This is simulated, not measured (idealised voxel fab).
process module | voxel fin reveal
The cross-section on display is named cut; it measures 280 nm wide, and its cells are 5 nm squares.
In this document a cross-section is written as a grid of square cells. It is given as a series of bands, listed from the top down, and a band is one or more rows of cells. Per band: top height and bottom height in nm, followed by the left-to-right materials and their widths in nm; "throughout" marks a single material spanning edge to edge, "empty" marks empty space. Heights are expressed relative to 0, this being the level below which the as-received wafer comprises one material exclusively. The lowest band is unbounded in the downward direction and is denoted as in "0 and below". Width spec "30..40" -> top row of cells at first value, bottom row at second value, equal per-row change in between. "nothing was modified" for a step: no cell of the cross-section changed in that step. You'll see "Sealed void listing" listing empty spaces that have no way open to the top, as long as they're 8 cells or more; the notation is width x height at distance, where the distance is from the left edge, and all of it is in nm. On each step's line, the part that comes after the settings is the simulator's own comment on the step. Regarding "overlay nm": on a step with a mask, it is the distance the mask lay to the right of its planned place; a negative value places it to the left.

[Listed below are the process steps as planned]
1: op RECEIVE | material Si
2: op CONFORMAL_DEP | material SiN | thk nm 5
3: op PATTERN | tone cover | mask id FINS | material resist | width nm 15 | pitch nm 40 | thk nm 20 | overlay nm 0
4: op DIRECTIONAL_ETCH | etch materials SiN | depth nm 5
5: op DIRECTIONAL_ETCH | etch materials Si | depth nm 40
6: op STRIP | etch materials resist
7: op OXIDIZE | depth nm 5
8: op FILL_DEP | material SiO2 | thk nm 15
9: op CMP | height nm 5
10: op SELECTIVE_ETCH | etch materials SiO2 | depth nm 35
11: op STRIP | etch materials SiN

[Cross-sectional view of the wafer in its as-received condition, corresponding to the state after step 1]
- 0 and below | Si throughout
- Sealed void listing: none

[The following cross-section depicts the wafer upon conclusion of the module. Processing commenced from the starting condition illustrated above and adhered to the plan illustrated above, save for one mistake in execution]
- 5 down to 0 | empty: 70, SiN: 15, empty: 25, SiN: 15, empty: 25, SiN: 15, empty: 25, SiN: 15, empty: 75
- 0 down to -30 | empty: 75, Si: 5, empty: 35, Si: 5, empty: 35, Si: 5, empty: 35, Si: 5, empty: 80
- -30 down to -45 | SiO2: 75, Si: 5, SiO2: 35, Si: 5, SiO2: 35, Si: 5, SiO2: 35, Si: 5, SiO2: 80
- -45 and below | Si throughout
- Sealed void listing: none
So what did we get wrong on this run? step 11 was dropped from the plan's execution and never run
